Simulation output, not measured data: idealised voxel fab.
Process module name: voxel wiring stack
We display cut, a cross-section 235 nm in width whose square cells are each 5 nm.
Cross-sections here: square-cell grids, written as top-down lists of bands, a band being one or more rows of cells.
Read a band's entry like this: the first values are the height of its top and the height of its bottom in nm, and what follows is the sequence of materials from left to right, each with its width in nm. Note that "air" is empty space, and that a single material marked "full width" reaches across the band from edge to edge.
Measure heights from 0. That's the level where, below it, the as-received wafer is all one material. The lowest band is bottomless and extends downward; write it as in "0..down".
A two-number width, for instance "30..40", indicates that the width is equal to the first number in the top row of the band and to the second number in the bottom row, and that it changes by a constant amount per row of cells.
"left unchanged", as given for a step, is the statement that not any cell of the cross-section underwent a change during that step.
The entry "Voids lacking openings" lists the empty spaces that cover at least 8 cells and have no open path to the top. Each is written as width x height at distance, where the distance is measured from the left edge and all three values are in nm.
What comes after the settings on a step's line is commentary from the simulator itself on that step.
The "overlay nm" setting may appear on a step's line; for a step that uses a mask, it gives how far to the right of its planned position the mask lay, and a negative value indicates the left.
Each pair of cross-sections that follows straddles one process step: the one shows the state before the step, the other the state after it, down to the lowest band that changed and no further. The step in question, and its settings, are given under the pair. Note that a pair is not necessarily a continuation of the pair above it, since pairs can come from different runs of this module on the same starting wafer; it is a continuation only where its entry headed "Before processing" says so.

[Before processing]
- 110..90: lowk=85, then air=20, then lowk=20, then air=20, then lowk=90
- 90..75: lowk=85, then air=15, then lowk=135
- 75..70: SiCN=85, then air=15, then SiCN=135
- 70..55: lowk=85, then TiN=5, then Cu=10, then TiN=5, then lowk=20, then TiN=5, then Cu=10, then TiN=5, then lowk=90
- 55..50: lowk=85, then TiN=5, then Cu=5, then TiN=10, then lowk=20, then TiN=20, then lowk=90
- 50..40: lowk=85, then TiN=5, then Cu=5, then TiN=5, then lowk=135
- 40..35: SiCN=85, then TiN=15, then SiCN=135
- 35..20: lowk=85, then W=20, then lowk=20, then W=20, then lowk=90
- 20..15: lowk=85, then TiN=20, then lowk=20, then TiN=20, then lowk=90
- 15..0: SiO2 full width
- 0..down: Si full width
- Voids lacking openings: none

[Cross-Section After Step]
- 115..110: TiN=90, then air=10, then TiN=30, then air=10, then TiN=95
- 110..95: lowk=85, then TiN=5, then air=10, then TiN=5, then lowk=20, then TiN=5, then air=10, then TiN=5, then lowk=90
- 95..90: lowk=85, then TiN=5, then air=5, then TiN=10, then lowk=20, then TiN=20, then lowk=90
- 90..75: lowk=85, then TiN=5, then air=5, then TiN=5, then lowk=135
- 75..70: SiCN=85, then TiN=15, then SiCN=135
- Unchanged below 70.
- Voids lacking openings: none
Between before and after above, the operation and settings are CONFORMAL_DEP,material TiN,thk nm 5

Before processing: we pick up right where the pair above leaves off, with its after cross-section.

[Cross-Section After Step]
- 120..115: Cu full width
- 115..110: TiN=90, then Cu=10, then TiN=30, then Cu=10, then TiN=95
- 110..95: lowk=85, then TiN=5, then Cu=10, then TiN=5, then lowk=20, then TiN=5, then Cu=10, then TiN=5, then lowk=90
- 95..90: lowk=85, then TiN=5, then Cu=5, then TiN=10, then lowk=20, then TiN=20, then lowk=90
- 90..75: lowk=85, then TiN=5, then Cu=5, then TiN=5, then lowk=135
- Unchanged below 75.
- Voids lacking openings: none
Between before and after above, the operation and settings are FILL_DEP,material Cu,thk nm 5

Before processing: we pick up right where the pair above leaves off, with its after cross-section.

[Cross-Section After Step]
- 110..95: lowk=85, then TiN=5, then Cu=10, then TiN=5, then lowk=20, then TiN=5, then Cu=10, then TiN=5, then lowk=90
- Unchanged below 95.
- Voids lacking openings: none
Between before and after above, the operation and settings are CMP,height nm 110

Before processing: we pick up right where the pair above leaves off, with its after cross-section.

[Cross-Section After Step]
- 115..110: SiCN full width
- Unchanged below 110.
- Voids lacking openings: none
Between before and after above, the operation and settings are CONFORMAL_DEP,material SiCN,thk nm 5

Before processing: we pick up right where the pair above leaves off, with its after cross-section.

[Cross-Section After Step]
- 125..115: lowk full width
- Unchanged below 115.
- Voids lacking openings: none
Between before and after above, the operation and settings are DIRECTIONAL_DEP,material lowk,thk nm 10

Before processing: we pick up right where the pair above leaves off, with its after cross-section.

[Cross-Section After Step]
- 125..115: lowk=85, then air=15, then lowk=25, then air=15, then lowk=95
- Unchanged below 115.
- Voids lacking openings: none
Between before and after above, the operation and settings are MASKED_ETCH,tone open,mask id PLUG_3,width nm 15,pitch nm 40,etch materials lowk,depth nm 10,overlay nm 0

Before processing: we pick up right where the pair above leaves off, with its after cross-section.

[Cross-Section After Step]
- 125..115: lowk=85, then air=15, then lowk=25, then air=15, then lowk=95
- 115..110: SiCN=85, then air=15, then SiCN=25, then air=15, then SiCN=95
- Unchanged below 110.
- Voids lacking openings: none
Between before and after above, the operation and settings are MASKED_ETCH,tone open,mask id PLUG_3,width nm 15,pitch nm 40,etch materials SiCN,depth nm 5,overlay nm 0

Before processing: we pick up right where the pair above leaves off, with its after cross-section.

[Cross-Section After Step]
- 125..120: lowk=85, then air=15, then lowk=25, then air=15, then lowk=95
- 120..115: lowk=85, then Ru=15, then lowk=25, then Ru=15, then lowk=95
- 115..110: SiCN=85, then Ru=15, then SiCN=25, then Ru=15, then SiCN=95
- Unchanged below 110.
- Voids lacking openings: none
Between before and after above, the operation and settings are EPI,material Ru,thk nm 10

Before processing: we pick up right where the pair above leaves off, with its after cross-section.

[Cross-Section After Step]
- 125..115: lowk=85, then Ru=15, then lowk=25, then Ru=15, then lowk=95
- Unchanged below 115.
- Voids lacking openings: none
Between before and after above, the operation and settings are EPI,material Ru,thk nm 5

Before processing: we pick up right where the pair above leaves off, with its after cross-section.

[Cross-Section After Step]
- 130..125: SiN full width
- Unchanged below 125.
- Voids lacking openings: none
Between before and after above, the operation and settings are CONFORMAL_DEP,material SiN,thk nm 5

Before processing: we pick up right where the pair above leaves off, with its after cross-section.

[Cross-Section After Step]
- 150..130: lowk full width
- Unchanged below 130.
- Voids lacking openings: none
Between before and after above, the operation and settings are DIRECTIONAL_DEP,material lowk,thk nm 20

Before processing: we pick up right where the pair above leaves off, with its after cross-section.

[Cross-Section After Step]
- 150..130: lowk=85, then air=20, then lowk=20, then air=20, then lowk=90
- Unchanged below 130.
- Voids lacking openings: none
Between before and after above, the operation and settings are MASKED_ETCH,tone open,mask id METAL_4,width nm 20,pitch nm 40,etch materials lowk,depth nm 20,overlay nm 0

Before processing: we pick up right where the pair above leaves off, with its after cross-section.

[Cross-Section After Step]
- 150..130: lowk=85, then air=20, then lowk=20, then air=20, then lowk=90
- 130..125: SiN=85, then air=20, then SiN=20, then air=20, then SiN=90
- Unchanged below 125.
- Voids lacking openings: none
Between before and after above, the operation and settings are MASKED_ETCH,tone open,mask id METAL_4,width nm 20,pitch nm 40,etch materials SiN,depth nm 5,overlay nm 0

Before processing: we pick up right where the pair above leaves off, with its after cross-section.

[Cross-Section After Step]
- 155..150: TiN=90, then air=10, then TiN=30, then air=10, then TiN=95
- 150..130: lowk=85, then TiN=5, then air=10, then TiN=5, then lowk=20, then TiN=5, then air=10, then TiN=5, then lowk=90
- 130..125: SiN=85, then TiN=20, then SiN=20, then TiN=20, then SiN=90
- Unchanged below 125.
- Voids lacking openings: none
Between before and after above, the operation and settings are CONFORMAL_DEP,material TiN,thk nm 5

Before processing: we pick up right where the pair above leaves off, with its after cross-section.

[Cross-Section After Step]
- 160..155: Ru full width
- 155..150: TiN=90, then Ru=10, then TiN=30, then Ru=10, then TiN=95
- 150..130: lowk=85, then TiN=5, then Ru=10, then TiN=5, then lowk=20, then TiN=5, then Ru=10, then TiN=5, then lowk=90
- Unchanged below 130.
- Voids lacking openings: none
Between before and after above, the operation and settings are FILL_DEP,material Ru,thk nm 5

Before processing: we pick up right where the pair above leaves off, with its after cross-section.

[Cross-Section After Step]
- 150..130: lowk=85, then TiN=5, then Ru=10, then TiN=5, then lowk=20, then TiN=5, then Ru=10, then TiN=5, then lowk=90
- Unchanged below 130.
- Voids lacking openings: none
Between before and after above, the operation and settings are CMP,height nm 150

Before processing: we pick up right where the pair above leaves off, with its after cross-section.

[Cross-Section After Step]
- 155..150: air=80, then Ru=30, then air=10, then Ru=30, then air=85
- Unchanged below 150.
- Voids lacking openings: none
Between before and after above, the operation and settings are EPI,material Ru,thk nm 5

Before processing: we pick up right where the pair above leaves off, with its after cross-section.

[Cross-Section After Step]
- 160..155: SiCN full width
- 155..150: SiCN=80, then Ru=30, then SiCN=10, then Ru=30, then SiCN=85
- Unchanged below 150.
- Voids lacking openings: none
Between before and after above, the operation and settings are FILL_DEP,material SiCN,thk nm 5

[Before processing]
- 125..115: lowk full width
- 115..110: SiCN full width
- 110..95: lowk=85, then TiN=5, then Cu=10, then TiN=5, then lowk=20, then TiN=5, then Cu=10, then TiN=5, then lowk=90
- 95..90: lowk=85, then TiN=5, then Cu=5, then TiN=10, then lowk=20, then TiN=20, then lowk=90
- 90..75: lowk=85, then TiN=5, then Cu=5, then TiN=5, then lowk=135
- 75..70: SiCN=85, then TiN=15, then SiCN=135
- 70..55: lowk=85, then TiN=5, then Cu=10, then TiN=5, then lowk=20, then TiN=5, then Cu=10, then TiN=5, then lowk=90
- 55..50: lowk=85, then TiN=5, then Cu=5, then TiN=10, then lowk=20, then TiN=20, then lowk=90
- 50..40: lowk=85, then TiN=5, then Cu=5, then TiN=5, then lowk=135
- 40..35: SiCN=85, then TiN=15, then SiCN=135
- 35..15: lowk=85, then W=20, then lowk=20, then W=20, then lowk=90
- 15..10: lowk=85, then TiN=20, then lowk=20, then TiN=20, then lowk=90
- 10..0: SiO2 full width
- 0..down: Si full width
- Voids lacking openings: none

[Cross-Section After Step]
- 125..115: lowk=80, then air=25, then lowk=15, then air=25, then lowk=90
- Unchanged below 115.
- Voids lacking openings: none
Between before and after above, the operation and settings are MASKED_ETCH,tone open,mask id PLUG_3,width nm 25,pitch nm 40,etch materials lowk,depth nm 10,overlay nm 0

Before processing: we pick up right where the pair above leaves off, with its after cross-section.

[Cross-Section After Step]
- 125..115: lowk=80, then air=25, then lowk=15, then air=25, then lowk=90
- 115..110: SiCN=85, then air=15, then SiCN=25, then air=15, then SiCN=95
- Unchanged below 110.
- Voids lacking openings: none
Between before and after above, the operation and settings are MASKED_ETCH,tone open,mask id PLUG_3,width nm 15,pitch nm 40,etch materials SiCN,depth nm 5,overlay nm 0

Before processing: we pick up right where the pair above leaves off, with its after cross-section.

[Cross-Section After Step]
- 125..120: lowk=80, then air=25, then lowk=15, then air=25, then lowk=90
- 120..115: lowk=80, then Ru=25, then lowk=15, then Ru=25, then lowk=90
- 115..110: SiCN=85, then Ru=15, then SiCN=25, then Ru=15, then SiCN=95
- Unchanged below 110.
- Voids lacking openings: none
Between before and after above, the operation and settings are EPI,material Ru,thk nm 10

Before processing: we pick up right where the pair above leaves off, with its after cross-section.

[Cross-Section After Step]
- 125..115: lowk=80, then Ru=25, then lowk=15, then Ru=25, then lowk=90
- Unchanged below 115.
- Voids lacking openings: none
Between before and after above, the operation and settings are EPI,material Ru,thk nm 5

Before processing: we pick up right where the pair above leaves off, with its after cross-section.

[Cross-Section After Step]
- 130..125: SiN full width
- Unchanged below 125.
- Voids lacking openings: none
Between before and after above, the operation and settings are CONFORMAL_DEP,material SiN,thk nm 5

Before processing: we pick up right where the pair above leaves off, with its after cross-section.

[Cross-Section After Step]
- 150..130: lowk full width
- Unchanged below 130.
- Voids lacking openings: none
Between before and after above, the operation and settings are DIRECTIONAL_DEP,material lowk,thk nm 20

Before processing: we pick up right where the pair above leaves off, with its after cross-section.

[Cross-Section After Step]
- 150..130: lowk=85, then air=20, then lowk=20, then air=20, then lowk=90
- Unchanged below 130.
- Voids lacking openings: none
Between before and after above, the operation and settings are MASKED_ETCH,tone open,mask id METAL_4,width nm 20,pitch nm 40,etch materials lowk,depth nm 20,overlay nm 0

Before processing: we pick up right where the pair above leaves off, with its after cross-section.

[Cross-Section After Step]
- 150..130: lowk=85, then air=20, then lowk=20, then air=20, then lowk=90
- 130..125: SiN=85, then air=20, then SiN=20, then air=20, then SiN=90
- Unchanged below 125.
- Voids lacking openings: none
Between before and after above, the operation and settings are MASKED_ETCH,tone open,mask id METAL_4,width nm 20,pitch nm 40,etch materials SiN,depth nm 5,overlay nm 0

Before processing: we pick up right where the pair above leaves off, with its after cross-section.

[Cross-Section After Step]
- 155..150: TiN=90, then air=10, then TiN=30, then air=10, then TiN=95
- 150..130: lowk=85, then TiN=5, then air=10, then TiN=5, then lowk=20, then TiN=5, then air=10, then TiN=5, then lowk=90
- 130..125: SiN=85, then TiN=20, then SiN=20, then TiN=20, then SiN=90
- Unchanged below 125.
- Voids lacking openings: none
Between before and after above, the operation and settings are CONFORMAL_DEP,material TiN,thk nm 5

Before processing: we pick up right where the pair above leaves off, with its after cross-section.

[Cross-Section After Step]
- 160..155: Ru full width
- 155..150: TiN=90, then Ru=10, then TiN=30, then Ru=10, then TiN=95
- 150..130: lowk=85, then TiN=5, then Ru=10, then TiN=5, then lowk=20, then TiN=5, then Ru=10, then TiN=5, then lowk=90
- Unchanged below 130.
- Voids lacking openings: none
Between before and after above, the operation and settings are FILL_DEP,material Ru,thk nm 5

Before processing: we pick up right where the pair above leaves off, with its after cross-section.

[Cross-Section After Step]
- 150..130: lowk=85, then TiN=5, then Ru=10, then TiN=5, then lowk=20, then TiN=5, then Ru=10, then TiN=5, then lowk=90
- Unchanged below 130.
- Voids lacking openings: none
Between before and after above, the operation and settings are CMP,height nm 150

Before processing: we pick up right where the pair above leaves off, with its after cross-section.

[Cross-Section After Step]
- 155..150: air=80, then Ru=30, then air=10, then Ru=30, then air=85
- Unchanged below 150.
- Voids lacking openings: none
Between before and after above, the operation and settings are EPI,material Ru,thk nm 5

Before processing: we pick up right where the pair above leaves off, with its after cross-section.

[Cross-Section After Step]
- 160..155: SiCN full width
- 155..150: SiCN=80, then Ru=30, then SiCN=10, then Ru=30, then SiCN=85
- Unchanged below 150.
- Voids lacking openings: none
Between before and after above, the operation and settings are FILL_DEP,material SiCN,thk nm 5

[Before processing]
- 120..110: aC full width
- 110..75: lowk full width
- 75..70: SiCN full width
- 70..55: lowk=85, then TiN=5, then Cu=10, then TiN=5, then lowk=20, then TiN=5, then Cu=10, then TiN=5, then lowk=90
- 55..50: lowk=85, then TiN=5, then Cu=5, then TiN=10, then lowk=20, then TiN=20, then lowk=90
- 50..40: lowk=85, then TiN=5, then Cu=5, then TiN=5, then lowk=135
- 40..35: SiCN=85, then TiN=15, then SiCN=135
- 35..15: lowk=85, then W=20, then lowk=20, then W=20, then lowk=90
- 15..10: lowk=85, then TiN=20, then lowk=20, then TiN=20, then lowk=90
- 10..0: SiO2 full width
- 0..down: Si full width
- Voids lacking openings: none

[Cross-Section After Step]
- 150..120: resist=90, then air=20, then resist=20, then air=20, then resist=85
- Unchanged below 120.
- Voids lacking openings: none
Between before and after above, the operation and settings are PATTERN,tone open,mask id METAL_3,material resist,width nm 20,pitch nm 40,thk nm 30,overlay nm 5

Before processing: we pick up right where the pair above leaves off, with its after cross-section.

[Cross-Section After Step]
- 140..120: resist=90, then air=20, then resist=20, then air=20, then resist=85
- 120..110: aC=90, then air=20, then aC=20, then air=20, then aC=85
- Unchanged below 110.
- Voids lacking openings: none
Between before and after above, the operation and settings are DIRECTIONAL_ETCH,etch materials aC,depth nm 10

Before processing: we pick up right where the pair above leaves off, with its after cross-section.

[Cross-Section After Step]
- 120..110: aC=90, then air=20, then aC=20, then air=20, then aC=85
- Unchanged below 110.
- Voids lacking openings: none
Between before and after above, the operation and settings are STRIP,etch materials resist

Before processing: we pick up right where the pair above leaves off, with its after cross-section.

[Cross-Section After Step]
- 120..110: aC=90, then air=20, then aC=20, then air=20, then aC=85
- 110..90: lowk=90, then air=20, then lowk=20, then air=20, then lowk=85
- Unchanged below 90.
- Voids lacking openings: none
Between before and after above, the operation and settings are DIRECTIONAL_ETCH,etch materials lowk,depth nm 20

Before processing: we pick up right where the pair above leaves off, with its after cross-section.

[Cross-Section After Step]
- 110..90: lowk=90, then air=20, then lowk=20, then air=20, then lowk=85
- Unchanged below 90.
- Voids lacking openings: none
Between before and after above, the operation and settings are STRIP,etch materials aC

Before processing: we pick up right where the pair above leaves off, with its after cross-section.

[Cross-Section After Step]
- 125..110: aC=90, then air=20, then aC=20, then air=20, then aC=85
- 110..105: lowk=90, then air=20, then lowk=20, then air=20, then lowk=85
- 105..90: lowk=90, then aC=20, then lowk=20, then aC=20, then lowk=85
- Unchanged below 90.
- Voids lacking openings: none
Between before and after above, the operation and settings are DIRECTIONAL_DEP,material aC,thk nm 15

Before processing: we pick up right where the pair above leaves off, with its after cross-section.

[Cross-Section After Step]
- 160..125: resist=85, then air=15, then resist=135
- 125..110: aC=90, then air=10, then resist=10, then aC=20, then resist=20, then aC=85
- 110..105: lowk=90, then air=10, then resist=10, then lowk=20, then resist=20, then lowk=85
- Unchanged below 105.
- Voids lacking openings: none
Between before and after above, the operation and settings are PATTERN,tone open,mask id METAL_3_HOLES,material resist,width nm 15,thk nm 35,overlay nm 0

Before processing: we pick up right where the pair above leaves off, with its after cross-section.

[Cross-Section After Step]
- 145..125: resist=85, then air=15, then resist=135
- 125..110: aC=85, then air=15, then resist=10, then aC=20, then resist=20, then aC=85
- 110..105: lowk=90, then air=10, then resist=10, then lowk=20, then resist=20, then lowk=85
- 105..90: lowk=90, then air=10, then aC=10, then lowk=20, then aC=20, then lowk=85
- Unchanged below 90.
- Voids lacking openings: none
Between before and after above, the operation and settings are DIRECTIONAL_ETCH,etch materials aC,depth nm 15

Before processing: we pick up right where the pair above leaves off, with its after cross-section.

[Cross-Section After Step]
- 125..110: aC=85, then air=25, then aC=20, then air=20, then aC=85
- 110..105: lowk=90, then air=20, then lowk=20, then air=20, then lowk=85
- Unchanged below 105.
- Voids lacking openings: none
Between before and after above, the operation and settings are STRIP,etch materials resist

Before processing: we pick up right where the pair above leaves off, with its after cross-section.

[Cross-Section After Step]
- 125..110: aC=85, then air=25, then aC=20, then air=20, then aC=85
- 110..105: lowk=85, then air=25, then lowk=20, then air=20, then lowk=85
- 105..95: lowk=85, then air=15, then aC=10, then lowk=20, then aC=20, then lowk=85
- 95..90: lowk=90, then air=10, then aC=10, then lowk=20, then aC=20, then lowk=85
- 90..75: lowk=90, then air=10, then lowk=135
- Unchanged below 75.
- Voids lacking openings: none
Between before and after above, the operation and settings are DIRECTIONAL_ETCH,etch materials lowk,depth nm 15

Before processing: we pick up right where the pair above leaves off, with its after cross-section.

[Cross-Section After Step]
- 125..110: aC=85, then air=25, then aC=20, then air=20, then aC=85
- 110..105: lowk=85, then air=25, then lowk=20, then air=20, then lowk=85
- 105..95: lowk=85, then air=15, then aC=10, then lowk=20, then aC=20, then lowk=85
- 95..90: lowk=90, then air=10, then aC=10, then lowk=20, then aC=20, then lowk=85
- 90..75: lowk=90, then air=10, then lowk=135
- 75..70: SiCN=90, then air=10, then SiCN=135
- Unchanged below 70.
- Voids lacking openings: none
Between before and after above, the operation and settings are DIRECTIONAL_ETCH,etch materials SiCN,depth nm 5

Before processing: we pick up right where the pair above leaves off, with its after cross-section.

[Cross-Section After Step]
- 110..95: lowk=85, then air=25, then lowk=20, then air=20, then lowk=85
- 95..90: lowk=90, then air=20, then lowk=20, then air=20, then lowk=85
- Unchanged below 90.
- Voids lacking openings: none
Between before and after above, the operation and settings are STRIP,etch materials aC

Before processing: we pick up right where the pair above leaves off, with its after cross-section.

[Cross-Section After Step]
- 115..110: TiN=90, then air=15, then TiN=30, then air=10, then TiN=90
- 110..100: lowk=85, then TiN=5, then air=15, then TiN=5, then lowk=20, then TiN=5, then air=10, then TiN=5, then lowk=85
- 100..95: lowk=85, then TiN=10, then air=10, then TiN=5, then lowk=20, then TiN=5, then air=10, then TiN=5, then lowk=85
- 95..90: lowk=90, then TiN=20, then lowk=20, then TiN=20, then lowk=85
- 90..75: lowk=90, then TiN=10, then lowk=135
- 75..70: SiCN=90, then TiN=10, then SiCN=135
- Unchanged below 70.
- Voids lacking openings: none
Between before and after above, the operation and settings are CONFORMAL_DEP,material TiN,thk nm 5

Before processing: we pick up right where the pair above leaves off, with its after cross-section.

[Cross-Section After Step]
- 120..115: Cu full width
- 115..110: TiN=90, then Cu=15, then TiN=30, then Cu=10, then TiN=90
- 110..100: lowk=85, then TiN=5, then Cu=15, then TiN=5, then lowk=20, then TiN=5, then Cu=10, then TiN=5, then lowk=85
- 100..95: lowk=85, then TiN=10, then Cu=10, then TiN=5, then lowk=20, then TiN=5, then Cu=10, then TiN=5, then lowk=85
- Unchanged below 95.
- Voids lacking openings: none
Between before and after above, the operation and settings are FILL_DEP,material Cu,thk nm 5

Before processing: we pick up right where the pair above leaves off, with its after cross-section.

[Cross-Section After Step]
- 110..100: lowk=85, then TiN=5, then Cu=15, then TiN=5, then lowk=20, then TiN=5, then Cu=10, then TiN=5, then lowk=85
- Unchanged below 100.
- Voids lacking openings: none
Between before and after above, the operation and settings are CMP,height nm 110

Before processing: we pick up right where the pair above leaves off, with its after cross-section.

[Cross-Section After Step]
- 115..110: SiCN full width
- Unchanged below 110.
- Voids lacking openings: none
Between before and after above, the operation and settings are CONFORMAL_DEP,material SiCN,thk nm 5

Before processing: we pick up right where the pair above leaves off, with its after cross-section.

[Cross-Section After Step]
- 125..115: lowk full width
- Unchanged below 115.
- Voids lacking openings: none
Between before and after above, the operation and settings are DIRECTIONAL_DEP,material lowk,thk nm 10

Before processing: we pick up right where the pair above leaves off, with its after cross-section.

[Cross-Section After Step]
- 125..115: lowk=85, then air=15, then lowk=25, then air=15, then lowk=95
- Unchanged below 115.
- Voids lacking openings: none
Between before and after above, the operation and settings are MASKED_ETCH,tone open,mask id PLUG_3,width nm 15,pitch nm 40,etch materials lowk,depth nm 10,overlay nm 0

Before processing: we pick up right where the pair above leaves off, with its after cross-section.

[Cross-Section After Step]
- 125..115: lowk=85, then air=15, then lowk=25, then air=15, then lowk=95
- 115..110: SiCN=85, then air=15, then SiCN=25, then air=15, then SiCN=95
- Unchanged below 110.
- Voids lacking openings: none
Between before and after above, the operation and settings are MASKED_ETCH,tone open,mask id PLUG_3,width nm 15,pitch nm 40,etch materials SiCN,depth nm 5,overlay nm 0

Before processing: we pick up right where the pair above leaves off, with its after cross-section.

[Cross-Section After Step]
- 125..120: lowk=85, then air=15, then lowk=25, then air=15, then lowk=95
- 120..115: lowk=85, then Ru=15, then lowk=25, then Ru=15, then lowk=95
- 115..110: SiCN=85, then Ru=15, then SiCN=25, then Ru=15, then SiCN=95
- Unchanged below 110.
- Voids lacking openings: none
Between before and after above, the operation and settings are EPI,material Ru,thk nm 10

Before processing: we pick up right where the pair above leaves off, with its after cross-section.

[Cross-Section After Step]
- 125..115: lowk=85, then Ru=15, then lowk=25, then Ru=15, then lowk=95
- Unchanged below 115.
- Voids lacking openings: none
Between before and after above, the operation and settings are EPI,material Ru,thk nm 5

Before processing: we pick up right where the pair above leaves off, with its after cross-section.

[Cross-Section After Step]
- 130..125: SiN full width
- Unchanged below 125.
- Voids lacking openings: none
Between before and after above, the operation and settings are CONFORMAL_DEP,material SiN,thk nm 5

Before processing: we pick up right where the pair above leaves off, with its after cross-section.

[Cross-Section After Step]
- 150..130: lowk full width
- Unchanged below 130.
- Voids lacking openings: none
Between before and after above, the operation and settings are DIRECTIONAL_DEP,material lowk,thk nm 20

Before processing: we pick up right where the pair above leaves off, with its after cross-section.

[Cross-Section After Step]
- 150..130: lowk=85, then air=20, then lowk=20, then air=20, then lowk=90
- Unchanged below 130.
- Voids lacking openings: none
Between before and after above, the operation and settings are MASKED_ETCH,tone open,mask id METAL_4,width nm 20,pitch nm 40,etch materials lowk,depth nm 20,overlay nm 0

Before processing: we pick up right where the pair above leaves off, with its after cross-section.

[Cross-Section After Step]
- 150..130: lowk=85, then air=20, then lowk=20, then air=20, then lowk=90
- 130..125: SiN=85, then air=20, then SiN=20, then air=20, then SiN=90
- Unchanged below 125.
- Voids lacking openings: none
Between before and after above, the operation and settings are MASKED_ETCH,tone open,mask id METAL_4,width nm 20,pitch nm 40,etch materials SiN,depth nm 5,overlay nm 0

Before processing: we pick up right where the pair above leaves off, with its after cross-section.

[Cross-Section After Step]
- 155..150: TiN=90, then air=10, then TiN=30, then air=10, then TiN=95
- 150..130: lowk=85, then TiN=5, then air=10, then TiN=5, then lowk=20, then TiN=5, then air=10, then TiN=5, then lowk=90
- 130..125: SiN=85, then TiN=20, then SiN=20, then TiN=20, then SiN=90
- Unchanged below 125.
- Voids lacking openings: none
Between before and after above, the operation and settings are CONFORMAL_DEP,material TiN,thk nm 5

Before processing: we pick up right where the pair above leaves off, with its after cross-section.

[Cross-Section After Step]
- 160..155: Ru full width
- 155..150: TiN=90, then Ru=10, then TiN=30, then Ru=10, then TiN=95
- 150..130: lowk=85, then TiN=5, then Ru=10, then TiN=5, then lowk=20, then TiN=5, then Ru=10, then TiN=5, then lowk=90
- Unchanged below 130.
- Voids lacking openings: none
Between before and after above, the operation and settings are FILL_DEP,material Ru,thk nm 5

Before processing: we pick up right where the pair above leaves off, with its after cross-section.

[Cross-Section After Step]
- 150..130: lowk=85, then TiN=5, then Ru=10, then TiN=5, then lowk=20, then TiN=5, then Ru=10, then TiN=5, then lowk=90
- Unchanged below 130.
- Voids lacking openings: none
Between before and after above, the operation and settings are CMP,height nm 150

Before processing: we pick up right where the pair above leaves off, with its after cross-section.

[Cross-Section After Step]
- 155..150: air=80, then Ru=30, then air=10, then Ru=30, then air=85
- Unchanged below 150.
- Voids lacking openings: none
Between before and after above, the operation and settings are EPI,material Ru,thk nm 5

Before processing: we pick up right where the pair above leaves off, with its after cross-section.

[Cross-Section After Step]
- 160..155: SiCN full width
- 155..150: SiCN=80, then Ru=30, then SiCN=10, then Ru=30, then SiCN=85
- Unchanged below 150.
- Voids lacking openings: none
Between before and after above, the operation and settings are FILL_DEP,material SiCN,thk nm 5

[Before processing]
- 70..55: lowk=85, then TiN=5, then Cu=10, then TiN=5, then lowk=20, then TiN=5, then Cu=10, then TiN=5, then lowk=90
- 55..50: lowk=85, then TiN=5, then Cu=5, then TiN=10, then lowk=20, then TiN=20, then lowk=90
- 50..40: lowk=85, then TiN=5, then Cu=5, then TiN=5, then lowk=135
- 40..35: SiCN=85, then TiN=15, then SiCN=135
- 35..15: lowk=85, then W=20, then lowk=20, then W=20, then lowk=90
- 15..10: lowk=85, then TiN=20, then lowk=20, then TiN=20, then lowk=90
- 10..0: SiO2 full width
- 0..down: Si full width
- Voids lacking openings: none

[Cross-Section After Step]
- 75..70: Cu full width
- Unchanged below 70.
- Voids lacking openings: none
Between before and after above, the operation and settings are CONFORMAL_DEP,material Cu,thk nm 5

Before processing: we pick up right where the pair above leaves off, with its after cross-section.

[Cross-Section After Step]
- 110..75: lowk full width
- Unchanged below 75.
- Voids lacking openings: none
Between before and after above, the operation and settings are DIRECTIONAL_DEP,material lowk,thk nm 35

Before processing: we pick up right where the pair above leaves off, with its after cross-section.

[Cross-Section After Step]
- 120..110: aC full width
- Unchanged below 110.
- Voids lacking openings: none
Between before and after above, the operation and settings are DIRECTIONAL_DEP,material aC,thk nm 10

Before processing: we pick up right where the pair above leaves off, with its after cross-section.

[Cross-Section After Step]
- 150..120: resist=85, then air=20, then resist=20, then air=20, then resist=90
- Unchanged below 120.
- Voids lacking openings: none
Between before and after above, the operation and settings are PATTERN,tone open,mask id METAL_3,material resist,width nm 20,pitch nm 40,thk nm 30,overlay nm 0

Before processing: we pick up right where the pair above leaves off, with its after cross-section.

[Cross-Section After Step]
- 140..120: resist=85, then air=20, then resist=20, then air=20, then resist=90
- 120..110: aC=85, then air=20, then aC=20, then air=20, then aC=90
- Unchanged below 110.
- Voids lacking openings: none
Between before and after above, the operation and settings are DIRECTIONAL_ETCH,etch materials aC,depth nm 10

Before processing: we pick up right where the pair above leaves off, with its after cross-section.

[Cross-Section After Step]
- 120..110: aC=85, then air=20, then aC=20, then air=20, then aC=90
- Unchanged below 110.
- Voids lacking openings: none
Between before and after above, the operation and settings are STRIP,etch materials resist

Before processing: we pick up right where the pair above leaves off, with its after cross-section.

[Cross-Section After Step]
- 120..110: aC=85, then air=20, then aC=20, then air=20, then aC=90
- 110..90: lowk=85, then air=20, then lowk=20, then air=20, then lowk=90
- Unchanged below 90.
- Voids lacking openings: none
Between before and after above, the operation and settings are DIRECTIONAL_ETCH,etch materials lowk,depth nm 20

Before processing: we pick up right where the pair above leaves off, with its after cross-section.

[Cross-Section After Step]
- 110..90: lowk=85, then air=20, then lowk=20, then air=20, then lowk=90
- Unchanged below 90.
- Voids lacking openings: none
Between before and after above, the operation and settings are STRIP,etch materials aC

Before processing: we pick up right where the pair above leaves off, with its after cross-section.

[Cross-Section After Step]
- 125..110: aC=85, then air=20, then aC=20, then air=20, then aC=90
- 110..105: lowk=85, then air=20, then lowk=20, then air=20, then lowk=90
- 105..90: lowk=85, then aC=20, then lowk=20, then aC=20, then lowk=90
- Unchanged below 90.
- Voids lacking openings: none
Between before and after above, the operation and settings are DIRECTIONAL_DEP,material aC,thk nm 15

Before processing: we pick up right where the pair above leaves off, with its after cross-section.

[Cross-Section After Step]
- 160..125: resist=85, then air=15, then resist=135
- 125..110: aC=85, then air=15, then resist=5, then aC=20, then resist=20, then aC=90
- 110..105: lowk=85, then air=15, then resist=5, then lowk=20, then resist=20, then lowk=90
- Unchanged below 105.
- Voids lacking openings: none
Between before and after above, the operation and settings are PATTERN,tone open,mask id METAL_3_HOLES,material resist,width nm 15,thk nm 35,overlay nm 0

Before processing: we pick up right where the pair above leaves off, with its after cross-section.

[Cross-Section After Step]
- 145..125: resist=85, then air=15, then resist=135
- 125..110: aC=85, then air=15, then resist=5, then aC=20, then resist=20, then aC=90
- 110..105: lowk=85, then air=15, then resist=5, then lowk=20, then resist=20, then lowk=90
- 105..90: lowk=85, then air=15, then aC=5, then lowk=20, then aC=20, then lowk=90
- Unchanged below 90.
- Voids lacking openings: none
Between before and after above, the operation and settings are DIRECTIONAL_ETCH,etch materials aC,depth nm 15
